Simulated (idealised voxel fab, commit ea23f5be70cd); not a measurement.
The process module presented herein is designated voxel transistor to metal.
170 nm wide, 5 nm square cells: that's cross-section cut.
Throughout this document, each cross-section is represented as a grid of square cells and is presented as a sequence of bands enumerated from the top downward, where a band comprises one or more rows of cells. Band: top and bottom heights (nm) first, top before bottom; then materials from left to right, widths in nm. "all across" marks a sole material filling the band edge to edge. "empty" denotes empty space. Where do heights start? At 0: under that level the wafer as delivered is made of one material only. And the lowest band has no floor; it just carries on downward, as in "top 0, no bottom". Think of "30..40" as a width that walks from the first number to the second as you go down the band, top row to bottom row, taking equal-sized steps from row to row. Where the words "remained unchanged" appear for a step, the cross-section shows no cell changed by that step; every cell remained as before. Look at "Enclosed void list" for the closed voids: empty spaces with no open path to the top, sized 8 cells or up. Each is width x height at distance, distance from the left edge, all nm. Text after the settings on a step's line: the simulator's own remark on that step. Regarding "overlay nm": on a step with a mask, it is the distance the mask lay to the right of its planned place; a negative value places it to the left. So the way this works: pairs, before and after one process step. The after picture only goes down to the lowest band that actually changed, nothing below. Step and its settings are under each pair. And watch out, pairs might come from different runs of this module, same starting wafer though, so a pair only follows on from the one above if its "Before processing" entry tells you so.

[Before processing]
- top 0, no bottom = Si all across
- Enclosed void list: none

[Post-Step Geometry]
- top 5, bottom 0 = SiO2 all across
- Rest of section, below 0: as before.
- Enclosed void list: none
Between the cross-sections above, the step performed was CONFORMAL_DEP, material SiO2, thk nm 5

Before processing: For the state before this step, see the after cross-section of the pair located directly above.

[Post-Step Geometry]
- top 20, bottom 5 = SiN all across
- Rest of section, below 5: as before.
- Enclosed void list: none
Between the cross-sections above, the step performed was CONFORMAL_DEP, material SiN, thk nm 15

Before processing: For the state before this step, see the after cross-section of the pair located directly above.

[Post-Step Geometry]
- top 20, bottom 5 = 35 of empty | 95 of SiN | 40 of empty
- Rest of section, below 5: as before.
- Enclosed void list: none
Between the cross-sections above, the step performed was MASKED_ETCH, tone cover, mask id ACTIVE, width nm 95, etch materials SiN, depth nm 15, overlay nm 0

Before processing: For the state before this step, see the after cross-section of the pair located directly above.

[Post-Step Geometry]
- top 20, bottom 5 = 35 of empty | 95 of SiN | 40 of empty
- top 5, bottom 0 = 35 of empty | 95 of SiO2 | 40 of empty
- Rest of section, below 0: as before.
- Enclosed void list: none
Between the cross-sections above, the step performed was MASKED_ETCH, tone cover, mask id ACTIVE, width nm 95, etch materials SiO2, depth nm 5, overlay nm 0

Before processing: For the state before this step, see the after cross-section of the pair located directly above.

[Post-Step Geometry]
- top 20, bottom 5 = 35 of empty | 95 of SiN | 40 of empty
- top 5, bottom 0 = 35 of empty | 95 of SiO2 | 40 of empty
- top 0, bottom -20 = 35 of empty | 95 of Si | 40 of empty
- Rest of section, below -20: as before.
- Enclosed void list: none
Between the cross-sections above, the step performed was MASKED_ETCH, tone cover, mask id ACTIVE, width nm 95, etch materials Si, depth nm 20, overlay nm 0

Before processing: For the state before this step, see the after cross-section of the pair located directly above.

[Post-Step Geometry]
- top 20, bottom 5 = 35 of empty | 95 of SiN | 40 of empty
- top 5, bottom 0 = 35 of empty | 95 of SiO2 | 40 of empty
- top 0, bottom -20 = 35 of empty | 5 of SiO2 | 85 of Si | 5 of SiO2 | 40 of empty
- top -20, bottom -25 = 40 of SiO2 | 85 of Si | 45 of SiO2
- Rest of section, below -25: as before.
- Enclosed void list: none
Between the cross-sections above, the step performed was OXIDIZE, depth nm 5

Before processing: For the state before this step, see the after cross-section of the pair located directly above.

[Post-Step Geometry]
- top 35, bottom 20 = SiO2 all across
- top 20, bottom 5 = 35 of SiO2 | 95 of SiN | 40 of SiO2
- top 5, bottom 0 = SiO2 all across
- top 0, bottom -25 = 40 of SiO2 | 85 of Si | 45 of SiO2
- Rest of section, below -25: as before.
- Enclosed void list: none
Between the cross-sections above, the step performed was FILL_DEP, material SiO2, thk nm 15

Before processing: For the state before this step, see the after cross-section of the pair located directly above.

[Post-Step Geometry]
- top 20, bottom 5 = 35 of SiO2 | 95 of SiN | 40 of SiO2
- Rest of section, below 5: as before.
- Enclosed void list: none
Between the cross-sections above, the step performed was CMP, height nm 20

Before processing: For the state before this step, see the after cross-section of the pair located directly above.

[Post-Step Geometry]
- top 20, bottom 10 = 35 of empty | 95 of SiN | 40 of empty
- Rest of section, below 10: as before.
- Enclosed void list: none
Between the cross-sections above, the step performed was SELECTIVE_ETCH, etch materials SiO2, depth nm 10

Before processing: For the state before this step, see the after cross-section of the pair located directly above.

[Post-Step Geometry]
- top 10, bottom 5 = 35 of SiO2 | 95 of empty | 40 of SiO2
- Rest of section, below 5: as before.
- Enclosed void list: none
Between the cross-sections above, the step performed was STRIP, etch materials SiN

Before processing: For the state before this step, see the after cross-section of the pair located directly above.

[Post-Step Geometry]
- top 5, bottom 0 = 30 of SiO2 | 105 of empty | 35 of SiO2
- Rest of section, below 0: as before.
- Enclosed void list: none
Between the cross-sections above, the step performed was SELECTIVE_ETCH, etch materials SiO2, depth nm 5

Before processing: For the state before this step, see the after cross-section of the pair located directly above.

[Post-Step Geometry]
- top 5, bottom 0 = 30 of SiO2 | 105 of empty | 35 of SiO2
- top 0, bottom -5 = SiO2 all across
- Rest of section, below -5: as before.
- Enclosed void list: none
Between the cross-sections above, the step performed was OXIDIZE, depth nm 5

Before processing: For the state before this step, see the after cross-section of the pair located directly above.

[Post-Step Geometry]
- top 35, bottom 30 = 30 of polySi | 105 of empty | 35 of polySi
- top 30, bottom 5 = polySi all across
- top 5, bottom 0 = 30 of SiO2 | 105 of polySi | 35 of SiO2
- Rest of section, below 0: as before.
- Enclosed void list: none
Between the cross-sections above, the step performed was DIRECTIONAL_DEP, material polySi, thk nm 30

Before processing: For the state before this step, see the after cross-section of the pair located directly above.

[Post-Step Geometry]
- top 45, bottom 40 = 30 of SiCN | 105 of empty | 35 of SiCN
- top 40, bottom 35 = SiCN all across
- top 35, bottom 30 = 30 of polySi | 105 of SiCN | 35 of polySi
- Rest of section, below 30: as before.
- Enclosed void list: none
Between the cross-sections above, the step performed was DIRECTIONAL_DEP, material SiCN, thk nm 10

Before processing: For the state before this step, see the after cross-section of the pair located directly above.

[Post-Step Geometry]
- top 65, bottom 45 = 75 of empty | 15 of resist | 80 of empty
- top 45, bottom 40 = 30 of SiCN | 45 of empty | 15 of resist | 45 of empty | 35 of SiCN
- Rest of section, below 40: as before.
- Enclosed void list: none
Between the cross-sections above, the step performed was PATTERN, tone cover, mask id GATE, material resist, width nm 15, thk nm 20, overlay nm 0

Before processing: For the state before this step, see the after cross-section of the pair located directly above.

[Post-Step Geometry]
- top 65, bottom 40 = 75 of empty | 15 of resist | 80 of empty
- top 40, bottom 35 = 75 of empty | 15 of SiCN | 80 of empty
- top 35, bottom 30 = 30 of polySi | 45 of empty | 15 of SiCN | 45 of empty | 35 of polySi
- Rest of section, below 30: as before.
- Enclosed void list: none
Between the cross-sections above, the step performed was DIRECTIONAL_ETCH, etch materials SiCN, depth nm 20

Before processing: For the state before this step, see the after cross-section of the pair located directly above.

[Post-Step Geometry]
- top 65, bottom 40 = 75 of empty | 15 of resist | 80 of empty
- top 40, bottom 30 = 75 of empty | 15 of SiCN | 80 of empty
- top 30, bottom 5 = 75 of empty | 15 of polySi | 80 of empty
- top 5, bottom 0 = 30 of SiO2 | 45 of empty | 15 of polySi | 45 of empty | 35 of SiO2
- Rest of section, below 0: as before.
- Enclosed void list: none
Between the cross-sections above, the step performed was DIRECTIONAL_ETCH, etch materials polySi, depth nm 40

Before processing: For the state before this step, see the after cross-section of the pair located directly above.

[Post-Step Geometry]
- top 40, bottom 30 = 75 of empty | 15 of SiCN | 80 of empty
- Rest of section, below 30: as before.
- Enclosed void list: none
Between the cross-sections above, the step performed was STRIP, etch materials resist

Before processing: For the state before this step, see the after cross-section of the pair located directly above.

[Post-Step Geometry]
- top 50, bottom 40 = 65 of empty | 35 of SiN | 70 of empty
- top 40, bottom 30 = 65 of empty | 10 of SiN | 15 of SiCN | 10 of SiN | 70 of empty
- top 30, bottom 15 = 65 of empty | 10 of SiN | 15 of polySi | 10 of SiN | 70 of empty
- top 15, bottom 10 = 40 of SiN | 25 of empty | 10 of SiN | 15 of polySi | 10 of SiN | 25 of empty | 45 of SiN
- top 10, bottom 5 = 75 of SiN | 15 of polySi | 80 of SiN
- top 5, bottom 0 = 30 of SiO2 | 45 of SiN | 15 of polySi | 45 of SiN | 35 of SiO2
- Rest of section, below 0: as before.
- Enclosed void list: none
Between the cross-sections above, the step performed was CONFORMAL_DEP, material SiN, thk nm 10

Before processing: For the state before this step, see the after cross-section of the pair located directly above.

[Post-Step Geometry]
- top 40, bottom 30 = 65 of empty | 10 of SiN | 15 of SiCN | 10 of SiN | 70 of empty
- top 30, bottom 5 = 65 of empty | 10 of SiN | 15 of polySi | 10 of SiN | 70 of empty
- top 5, bottom 0 = 30 of SiO2 | 10 of SiN | 25 of empty | 10 of SiN | 15 of polySi | 10 of SiN | 25 of empty | 10 of SiN | 35 of SiO2
- Rest of section, below 0: as before.
- Enclosed void list: none
Between the cross-sections above, the step performed was DIRECTIONAL_ETCH, etch materials SiN, depth nm 10

Before processing: For the state before this step, see the after cross-section of the pair located directly above.

[Post-Step Geometry]
- top 40, bottom 30 = 65 of empty | 10 of SiN | 15 of SiCN | 10 of SiN | 70 of empty
- top 30, bottom 5 = 65 of empty | 10 of SiN | 15 of polySi | 10 of SiN | 70 of empty
- top 5, bottom 0 = 30 of empty | 10 of SiN | 25 of empty | 10 of SiN | 15 of polySi | 10 of SiN | 25 of empty | 10 of SiN | 35 of empty
- top 0, bottom -5 = 40 of SiO2 | 25 of empty | 35 of SiO2 | 25 of empty | 45 of SiO2
- Rest of section, below -5: as before.
- Enclosed void list: none
Between the cross-sections above, the step performed was DIRECTIONAL_ETCH, etch materials SiO2, depth nm 5

Before processing: For the state before this step, see the after cross-section of the pair located directly above.

[Post-Step Geometry]
- top 40, bottom 30 = 65 of empty | 10 of SiN | 15 of SiCN | 10 of SiN | 70 of empty
- top 30, bottom 5 = 65 of empty | 10 of SiN | 15 of polySi | 10 of SiN | 70 of empty
- top 5, bottom 0 = 30 of empty | 10 of SiN | 25 of empty | 10 of SiN | 15 of polySi | 10 of SiN | 25 of empty | 10 of SiN | 35 of empty
- top 0, bottom -5 = 40 of SiO2 | 25 of empty | 35 of SiO2 | 25 of empty | 45 of SiO2
- top -5, bottom -10 = 40 of SiO2 | 25 of empty | 35 of Si | 25 of empty | 45 of SiO2
- Rest of section, below -10: as before.
- Enclosed void list: none
Between the cross-sections above, the step performed was DIRECTIONAL_ETCH, etch materials Si, depth nm 5

Before processing: For the state before this step, see the after cross-section of the pair located directly above.

[Post-Step Geometry]
- top 40, bottom 30 = 65 of empty | 10 of SiN | 15 of SiCN | 10 of SiN | 70 of empty
- top 30, bottom 5 = 65 of empty | 10 of SiN | 15 of polySi | 10 of SiN | 70 of empty
- top 5, bottom 0 = 30 of empty | 10 of SiN | 15 of empty | 10 of pSi | 10 of SiN | 15 of polySi | 10 of SiN | 10 of pSi | 15 of empty | 10 of SiN | 35 of empty
- top 0, bottom -5 = 40 of SiO2 | 25 of pSi | 35 of SiO2 | 25 of pSi | 45 of SiO2
- top -5, bottom -10 = 40 of SiO2 | 25 of pSi | 35 of Si | 25 of pSi | 45 of SiO2
- Rest of section, below -10: as before.
- Enclosed void list: none
Between the cross-sections above, the step performed was EPI, material pSi, thk nm 10

Before processing: For the state before this step, see the after cross-section of the pair located directly above.

[Post-Step Geometry]
- top 45, bottom 40 = SiO2 all across
- top 40, bottom 30 = 65 of SiO2 | 10 of SiN | 15 of SiCN | 10 of SiN | 70 of SiO2
- top 30, bottom 5 = 65 of SiO2 | 10 of SiN | 15 of polySi | 10 of SiN | 70 of SiO2
- top 5, bottom 0 = 30 of SiO2 | 10 of SiN | 15 of SiO2 | 10 of pSi | 10 of SiN | 15 of polySi | 10 of SiN | 10 of pSi | 15 of SiO2 | 10 of SiN | 35 of SiO2
- Rest of section, below 0: as before.
- Enclosed void list: none
Between the cross-sections above, the step performed was FILL_DEP, material SiO2, thk nm 5

Before processing: For the state before this step, see the after cross-section of the pair located directly above.

[Post-Step Geometry]
- top 40, bottom 30 = 65 of SiO2 | 10 of SiN | 15 of SiCN | 10 of SiN | 70 of SiO2
- Rest of section, below 30: as before.
- Enclosed void list: none
Between the cross-sections above, the step performed was CMP, height nm 40

Before processing: For the state before this step, see the after cross-section of the pair located directly above.

[Post-Step Geometry]
- top 55, bottom 40 = SiO2 all across
- Rest of section, below 40: as before.
- Enclosed void list: none
Between the cross-sections above, the step performed was DIRECTIONAL_DEP, material SiO2, thk nm 15

Before processing: For the state before this step, see the after cross-section of the pair located directly above.

[Post-Step Geometry]
- top 55, bottom 40 = 45 of SiO2 | 15 of empty | 45 of SiO2 | 15 of empty | 50 of SiO2
- top 40, bottom 30 = 45 of SiO2 | 15 of empty | 5 of SiO2 | 10 of SiN | 15 of SiCN | 10 of SiN | 5 of SiO2 | 15 of empty | 50 of SiO2
- top 30, bottom 5 = 45 of SiO2 | 15 of empty | 5 of SiO2 | 10 of SiN | 15 of polySi | 10 of SiN | 5 of SiO2 | 15 of empty | 50 of SiO2
- top 5, bottom 0 = 30 of SiO2 | 10 of SiN | 5 of SiO2 | 10 of empty | 10 of pSi | 10 of SiN | 15 of polySi | 10 of SiN | 10 of pSi | 10 of empty | 5 of SiO2 | 10 of SiN | 35 of SiO2
- Rest of section, below 0: as before.
- Enclosed void list: none
Between the cross-sections above, the step performed was MASKED_ETCH, tone open, mask id CONTACT, width nm 15, pitch nm 60, etch materials SiO2, depth nm 55, overlay nm 0

Before processing: For the state before this step, see the after cross-section of the pair located directly above.

[Post-Step Geometry]
- top 60, bottom 55 = 50 of TiN | 5 of empty | 55 of TiN | 5 of empty | 55 of TiN
- top 55, bottom 40 = 45 of SiO2 | 5 of TiN | 5 of empty | 5 of TiN | 45 of SiO2 | 5 of TiN | 5 of empty | 5 of TiN | 50 of SiO2
- top 40, bottom 30 = 45 of SiO2 | 5 of TiN | 5 of empty | 5 of TiN | 5 of SiO2 | 10 of SiN | 15 of SiCN | 10 of SiN | 5 of SiO2 | 5 of TiN | 5 of empty | 5 of TiN | 50 of SiO2
- top 30, bottom 10 = 45 of SiO2 | 5 of TiN | 5 of empty | 5 of TiN | 5 of SiO2 | 10 of SiN | 15 of polySi | 10 of SiN | 5 of SiO2 | 5 of TiN | 5 of empty | 5 of TiN | 50 of SiO2
- top 10, bottom 5 = 45 of SiO2 | 15 of TiN | 5 of SiO2 | 10 of SiN | 15 of polySi | 10 of SiN | 5 of SiO2 | 15 of TiN | 50 of SiO2
- top 5, bottom 0 = 30 of SiO2 | 10 of SiN | 5 of SiO2 | 10 of TiN | 10 of pSi | 10 of SiN | 15 of polySi | 10 of SiN | 10 of pSi | 10 of TiN | 5 of SiO2 | 10 of SiN | 35 of SiO2
- Rest of section, below 0: as before.
- Enclosed void list: none
Between the cross-sections above, the step performed was CONFORMAL_DEP, material TiN, thk nm 5

Before processing: For the state before this step, see the after cross-section of the pair located directly above.

[Post-Step Geometry]
- top 70, bottom 60 = Ru all across
- top 60, bottom 55 = 50 of TiN | 5 of Ru | 55 of TiN | 5 of Ru | 55 of TiN
- top 55, bottom 40 = 45 of SiO2 | 5 of TiN | 5 of Ru | 5 of TiN | 45 of SiO2 | 5 of TiN | 5 of Ru | 5 of TiN | 50 of SiO2
- top 40, bottom 30 = 45 of SiO2 | 5 of TiN | 5 of Ru | 5 of TiN | 5 of SiO2 | 10 of SiN | 15 of SiCN | 10 of SiN | 5 of SiO2 | 5 of TiN | 5 of Ru | 5 of TiN | 50 of SiO2
- top 30, bottom 10 = 45 of SiO2 | 5 of TiN | 5 of Ru | 5 of TiN | 5 of SiO2 | 10 of SiN | 15 of polySi | 10 of SiN | 5 of SiO2 | 5 of TiN | 5 of Ru | 5 of TiN | 50 of SiO2
- Rest of section, below 10: as before.
- Enclosed void list: none
Between the cross-sections above, the step performed was FILL_DEP, material Ru, thk nm 10

Before processing: For the state before this step, see the after cross-section of the pair located directly above.

[Post-Step Geometry]
- top 55, bottom 40 = 45 of SiO2 | 5 of TiN | 5 of Ru | 5 of TiN | 45 of SiO2 | 5 of TiN | 5 of Ru | 5 of TiN | 50 of SiO2
- Rest of section, below 40: as before.
- Enclosed void list: none
Between the cross-sections above, the step performed was CMP, height nm 55

Before processing: For the state before this step, see the after cross-section of the pair located directly above.

[Post-Step Geometry]
- top 60, bottom 55 = SiN all across
- Rest of section, below 55: as before.
- Enclosed void list: none
Between the cross-sections above, the step performed was CONFORMAL_DEP, material SiN, thk nm 5

Before processing: For the state before this step, see the after cross-section of the pair located directly above.

[Post-Step Geometry]
- top 85, bottom 60 = SiO2 all across
- Rest of section, below 60: as before.
- Enclosed void list: none
Between the cross-sections above, the step performed was DIRECTIONAL_DEP, material SiO2, thk nm 25

Before processing: For the state before this step, see the after cross-section of the pair located directly above.

[Post-Step Geometry]
- top 100, bottom 85 = 45 of resist | 15 of empty | 45 of resist | 15 of empty | 50 of resist
- Rest of section, below 85: as before.
- Enclosed void list: none
Between the cross-sections above, the step performed was PATTERN, tone open, mask id METAL_1, material resist, width nm 15, pitch nm 60, thk nm 15, overlay nm 0

Before processing: For the state before this step, see the after cross-section of the pair located directly above.

[Post-Step Geometry]
- top 100, bottom 85 = 45 of resist | 15 of empty | 45 of resist | 15 of empty | 50 of resist
- top 85, bottom 60 = 45 of SiO2 | 15 of empty | 45 of SiO2 | 15 of empty | 50 of SiO2
- Rest of section, below 60: as before.
- Enclosed void list: none
Between the cross-sections above, the step performed was DIRECTIONAL_ETCH, etch materials SiO2, depth nm 25

Before processing: For the state before this step, see the after cross-section of the pair located directly above.

[Post-Step Geometry]
- top 100, bottom 85 = 45 of resist | 15 of empty | 45 of resist | 15 of empty | 50 of resist
- top 85, bottom 60 = 45 of SiO2 | 15 of empty | 45 of SiO2 | 15 of empty | 50 of SiO2
- top 60, bottom 55 = 45 of SiN | 15 of empty | 45 of SiN | 15 of empty | 50 of SiN
- Rest of section, below 55: as before.
- Enclosed void list: none
Between the cross-sections above, the step performed was DIRECTIONAL_ETCH, etch materials SiN, depth nm 5

Before processing: For the state before this step, see the after cross-section of the pair located directly above.

[Post-Step Geometry]
- top 85, bottom 60 = 45 of SiO2 | 15 of empty | 45 of SiO2 | 15 of empty | 50 of SiO2
- Rest of section, below 60: as before.
- Enclosed void list: none
Between the cross-sections above, the step performed was STRIP, etch materials resist

Before processing: For the state before this step, see the after cross-section of the pair located directly above.

[Post-Step Geometry]
- top 90, bottom 85 = 50 of TiN | 5 of empty | 55 of TiN | 5 of empty | 55 of TiN
- top 85, bottom 60 = 45 of SiO2 | 5 of TiN | 5 of empty | 5 of TiN | 45 of SiO2 | 5 of TiN | 5 of empty | 5 of TiN | 50 of SiO2
- top 60, bottom 55 = 45 of SiN | 15 of TiN | 45 of SiN | 15 of TiN | 50 of SiN
- Rest of section, below 55: as before.
- Enclosed void list: none
Between the cross-sections above, the step performed was CONFORMAL_DEP, material TiN, thk nm 5

Before processing: For the state before this step, see the after cross-section of the pair located directly above.

[Post-Step Geometry]
- top 95, bottom 90 = Cu all across
- top 90, bottom 85 = 50 of TiN | 5 of Cu | 55 of TiN | 5 of Cu | 55 of TiN
- top 85, bottom 60 = 45 of SiO2 | 5 of TiN | 5 of Cu | 5 of TiN | 45 of SiO2 | 5 of TiN | 5 of Cu | 5 of TiN | 50 of SiO2
- Rest of section, below 60: as before.
- Enclosed void list: none
Between the cross-sections above, the step performed was FILL_DEP, material Cu, thk nm 5

Before processing: For the state before this step, see the after cross-section of the pair located directly above.

[Post-Step Geometry]
- top 85, bottom 60 = 45 of SiO2 | 5 of TiN | 5 of Cu | 5 of TiN | 45 of SiO2 | 5 of TiN | 5 of Cu | 5 of TiN | 50 of SiO2
- Rest of section, below 60: as before.
- Enclosed void list: none
Between the cross-sections above, the step performed was CMP, height nm 85

Before processing: For the state before this step, see the after cross-section of the pair located directly above.

[Post-Step Geometry]
- top 90, bottom 85 = SiCN all across
- Rest of section, below 85: as before.
- Enclosed void list: none
Between the cross-sections above, the step performed was CONFORMAL_DEP, material SiCN, thk nm 5

[Before processing]
- top 35, bottom 20 = SiO2 all across
- top 20, bottom 5 = 35 of SiO2 | 95 of SiN | 40 of SiO2
- top 5, bottom 0 = SiO2 all across
- top 0, bottom -25 = 40 of SiO2 | 85 of Si | 45 of SiO2
- top -25, no bottom = Si all across
- Enclosed void list: none

[Post-Step Geometry]
- top 25, bottom 20 = SiO2 all across
- Rest of section, below 20: as before.
- Enclosed void list: none
Between the cross-sections above, the step performed was SELECTIVE_ETCH, etch materials SiO2, depth nm 10

Before processing: For the state before this step, see the after cross-section of the pair located directly above.

[Post-Step Geometry]
- top 20, bottom 5 = 35 of SiO2 | 95 of SiN | 40 of SiO2
- Rest of section, below 5: as before.
- Enclosed void list: none
Between the cross-sections above, the step performed was SELECTIVE_ETCH, etch materials SiO2, depth nm 5

Before processing: For the state before this step, see the after cross-section of the pair located directly above.

[Post-Step Geometry]
- top 50, bottom 20 = polySi all across
- Rest of section, below 20: as before.
- Enclosed void list: none
Between the cross-sections above, the step performed was DIRECTIONAL_DEP, material polySi, thk nm 30

Before processing: For the state before this step, see the after cross-section of the pair located directly above.

[Post-Step Geometry]
- top 60, bottom 50 = SiCN all across
- Rest of section, below 50: as before.
- Enclosed void list: none
Between the cross-sections above, the step performed was DIRECTIONAL_DEP, material SiCN, thk nm 10

Before processing: For the state before this step, see the after cross-section of the pair located directly above.

[Post-Step Geometry]
- top 80, bottom 60 = 75 of empty | 15 of resist | 80 of empty
- Rest of section, below 60: as before.
- Enclosed void list: none
Between the cross-sections above, the step performed was PATTERN, tone cover, mask id GATE, material resist, width nm 15, thk nm 20, overlay nm 0

Before processing: For the state before this step, see the after cross-section of the pair located directly above.

[Post-Step Geometry]
- top 80, bottom 60 = 75 of empty | 15 of resist | 80 of empty
- top 60, bottom 50 = 75 of empty | 15 of SiCN | 80 of empty
- Rest of section, below 50: as before.
- Enclosed void list: none
Between the cross-sections above, the step performed was DIRECTIONAL_ETCH, etch materials SiCN, depth nm 20

Before processing: For the state before this step, see the after cross-section of the pair located directly above.

[Post-Step Geometry]
- top 80, bottom 60 = 75 of empty | 15 of resist | 80 of empty
- top 60, bottom 50 = 75 of empty | 15 of SiCN | 80 of empty
- top 50, bottom 20 = 75 of empty | 15 of polySi | 80 of empty
- Rest of section, below 20: as before.
- Enclosed void list: none
Between the cross-sections above, the step performed was DIRECTIONAL_ETCH, etch materials polySi, depth nm 40

Before processing: For the state before this step, see the after cross-section of the pair located directly above.

[Post-Step Geometry]
- top 60, bottom 50 = 75 of empty | 15 of SiCN | 80 of empty
- Rest of section, below 50: as before.
- Enclosed void list: none
Between the cross-sections above, the step performed was STRIP, etch materials resist

Before processing: For the state before this step, see the after cross-section of the pair located directly above.

[Post-Step Geometry]
- top 70, bottom 60 = 65 of empty | 35 of SiN | 70 of empty
- top 60, bottom 50 = 65 of empty | 10 of SiN | 15 of SiCN | 10 of SiN | 70 of empty
- top 50, bottom 30 = 65 of empty | 10 of SiN | 15 of polySi | 10 of SiN | 70 of empty
- top 30, bottom 20 = 75 of SiN | 15 of polySi | 80 of SiN
- Rest of section, below 20: as before.
- Enclosed void list: none
Between the cross-sections above, the step performed was CONFORMAL_DEP, material SiN, thk nm 10

Before processing: For the state before this step, see the after cross-section of the pair located directly above.

[Post-Step Geometry]
- top 60, bottom 50 = 65 of empty | 10 of SiN | 15 of SiCN | 10 of SiN | 70 of empty
- top 50, bottom 20 = 65 of empty | 10 of SiN | 15 of polySi | 10 of SiN | 70 of empty
- Rest of section, below 20: as before.
- Enclosed void list: none
Between the cross-sections above, the step performed was DIRECTIONAL_ETCH, etch materials SiN, depth nm 10

Before processing: For the state before this step, see the after cross-section of the pair located directly above.

[Post-Step Geometry]
- top 60, bottom 50 = 65 of empty | 10 of SiN | 15 of SiCN | 10 of SiN | 70 of empty
- top 50, bottom 20 = 65 of empty | 10 of SiN | 15 of polySi | 10 of SiN | 70 of empty
- top 20, bottom 15 = 35 of empty | 95 of SiN | 40 of empty
- Rest of section, below 15: as before.
- Enclosed void list: none
Between the cross-sections above, the step performed was DIRECTIONAL_ETCH, etch materials SiO2, depth nm 5

Before processing: For the state before this step, see the after cross-section of the pair located directly above.

[Post-Step Geometry]
- top 65, bottom 60 = SiO2 all across
- top 60, bottom 50 = 65 of SiO2 | 10 of SiN | 15 of SiCN | 10 of SiN | 70 of SiO2
- top 50, bottom 20 = 65 of SiO2 | 10 of SiN | 15 of polySi | 10 of SiN | 70 of SiO2
- top 20, bottom 5 = 35 of SiO2 | 95 of SiN | 40 of SiO2
- Rest of section, below 5: as before.
- Enclosed void list: none
Between the cross-sections above, the step performed was FILL_DEP, material SiO2, thk nm 5

Before processing: For the state before this step, see the after cross-section of the pair located directly above.

[Post-Step Geometry]
- top 40, bottom 20 = 65 of SiO2 | 10 of SiN | 15 of polySi | 10 of SiN | 70 of SiO2
- Rest of section, below 20: as before.
- Enclosed void list: none
Between the cross-sections above, the step performed was CMP, height nm 40

Before processing: For the state before this step, see the after cross-section of the pair located directly above.

[Post-Step Geometry]
- top 55, bottom 40 = SiO2 all across
- Rest of section, below 40: as before.
- Enclosed void list: none
Between the cross-sections above, the step performed was DIRECTIONAL_DEP, material SiO2, thk nm 15

Before processing: For the state before this step, see the after cross-section of the pair located directly above.

[Post-Step Geometry]
- top 55, bottom 40 = 45 of SiO2 | 15 of empty | 45 of SiO2 | 15 of empty | 50 of SiO2
- top 40, bottom 20 = 45 of SiO2 | 15 of empty | 5 of SiO2 | 10 of SiN | 15 of polySi | 10 of SiN | 5 of SiO2 | 15 of empty | 50 of SiO2
- Rest of section, below 20: as before.
- Enclosed void list: none
Between the cross-sections above, the step performed was MASKED_ETCH, tone open, mask id CONTACT, width nm 15, pitch nm 60, etch materials SiO2, depth nm 55, overlay nm 0

Before processing: For the state before this step, see the after cross-section of the pair located directly above.

[Post-Step Geometry]
- top 60, bottom 55 = 50 of TiN | 5 of empty | 55 of TiN | 5 of empty | 55 of TiN
- top 55, bottom 40 = 45 of SiO2 | 5 of TiN | 5 of empty | 5 of TiN | 45 of SiO2 | 5 of TiN | 5 of empty | 5 of TiN | 50 of SiO2
- top 40, bottom 25 = 45 of SiO2 | 5 of TiN | 5 of empty | 5 of TiN | 5 of SiO2 | 10 of SiN | 15 of polySi | 10 of SiN | 5 of SiO2 | 5 of TiN | 5 of empty | 5 of TiN | 50 of SiO2
- top 25, bottom 20 = 45 of SiO2 | 15 of TiN | 5 of SiO2 | 10 of SiN | 15 of polySi | 10 of SiN | 5 of SiO2 | 15 of TiN | 50 of SiO2
- Rest of section, below 20: as before.
- Enclosed void list: none
Between the cross-sections above, the step performed was CONFORMAL_DEP, material TiN, thk nm 5

Before processing: For the state before this step, see the after cross-section of the pair located directly above.

[Post-Step Geometry]
- top 70, bottom 60 = Ru all across
- top 60, bottom 55 = 50 of TiN | 5 of Ru | 55 of TiN | 5 of Ru | 55 of TiN
- top 55, bottom 40 = 45 of SiO2 | 5 of TiN | 5 of Ru | 5 of TiN | 45 of SiO2 | 5 of TiN | 5 of Ru | 5 of TiN | 50 of SiO2
- top 40, bottom 25 = 45 of SiO2 | 5 of TiN | 5 of Ru | 5 of TiN | 5 of SiO2 | 10 of SiN | 15 of polySi | 10 of SiN | 5 of SiO2 | 5 of TiN | 5 of Ru | 5 of TiN | 50 of SiO2
- Rest of section, below 25: as before.
- Enclosed void list: none
Between the cross-sections above, the step performed was FILL_DEP, material Ru, thk nm 10

Before processing: For the state before this step, see the after cross-section of the pair located directly above.

[Post-Step Geometry]
- top 55, bottom 40 = 45 of SiO2 | 5 of TiN | 5 of Ru | 5 of TiN | 45 of SiO2 | 5 of TiN | 5 of Ru | 5 of TiN | 50 of SiO2
- Rest of section, below 40: as before.
- Enclosed void list: none
Between the cross-sections above, the step performed was CMP, height nm 55

Before processing: For the state before this step, see the after cross-section of the pair located directly above.

[Post-Step Geometry]
- top 60, bottom 55 = SiN all across
- Rest of section, below 55: as before.
- Enclosed void list: none
Between the cross-sections above, the step performed was CONFORMAL_DEP, material SiN, thk nm 5

Before processing: For the state before this step, see the after cross-section of the pair located directly above.

[Post-Step Geometry]
- top 85, bottom 60 = SiO2 all across
- Rest of section, below 60: as before.
- Enclosed void list: none
Between the cross-sections above, the step performed was DIRECTIONAL_DEP, material SiO2, thk nm 25

Before processing: For the state before this step, see the after cross-section of the pair located directly above.

[Post-Step Geometry]
- top 100, bottom 85 = 45 of resist | 15 of empty | 45 of resist | 15 of empty | 50 of resist
- Rest of section, below 85: as before.
- Enclosed void list: none
Between the cross-sections above, the step performed was PATTERN, tone open, mask id METAL_1, material resist, width nm 15, pitch nm 60, thk nm 15, overlay nm 0

Before processing: For the state before this step, see the after cross-section of the pair located directly above.

[Post-Step Geometry]
- top 100, bottom 85 = 45 of resist | 15 of empty | 45 of resist | 15 of empty | 50 of resist
- top 85, bottom 60 = 45 of SiO2 | 15 of empty | 45 of SiO2 | 15 of empty | 50 of SiO2
- Rest of section, below 60: as before.
- Enclosed void list: none
Between the cross-sections above, the step performed was DIRECTIONAL_ETCH, etch materials SiO2, depth nm 25

Before processing: For the state before this step, see the after cross-section of the pair located directly above.

[Post-Step Geometry]
- top 100, bottom 85 = 45 of resist | 15 of empty | 45 of resist | 15 of empty | 50 of resist
- top 85, bottom 60 = 45 of SiO2 | 15 of empty | 45 of SiO2 | 15 of empty | 50 of SiO2
- top 60, bottom 55 = 45 of SiN | 15 of empty | 45 of SiN | 15 of empty | 50 of SiN
- Rest of section, below 55: as before.
- Enclosed void list: none
Between the cross-sections above, the step performed was DIRECTIONAL_ETCH, etch materials SiN, depth nm 5

Before processing: For the state before this step, see the after cross-section of the pair located directly above.

[Post-Step Geometry]
- top 85, bottom 60 = 45 of SiO2 | 15 of empty | 45 of SiO2 | 15 of empty | 50 of SiO2
- Rest of section, below 60: as before.
- Enclosed void list: none
Between the cross-sections above, the step performed was STRIP, etch materials resist
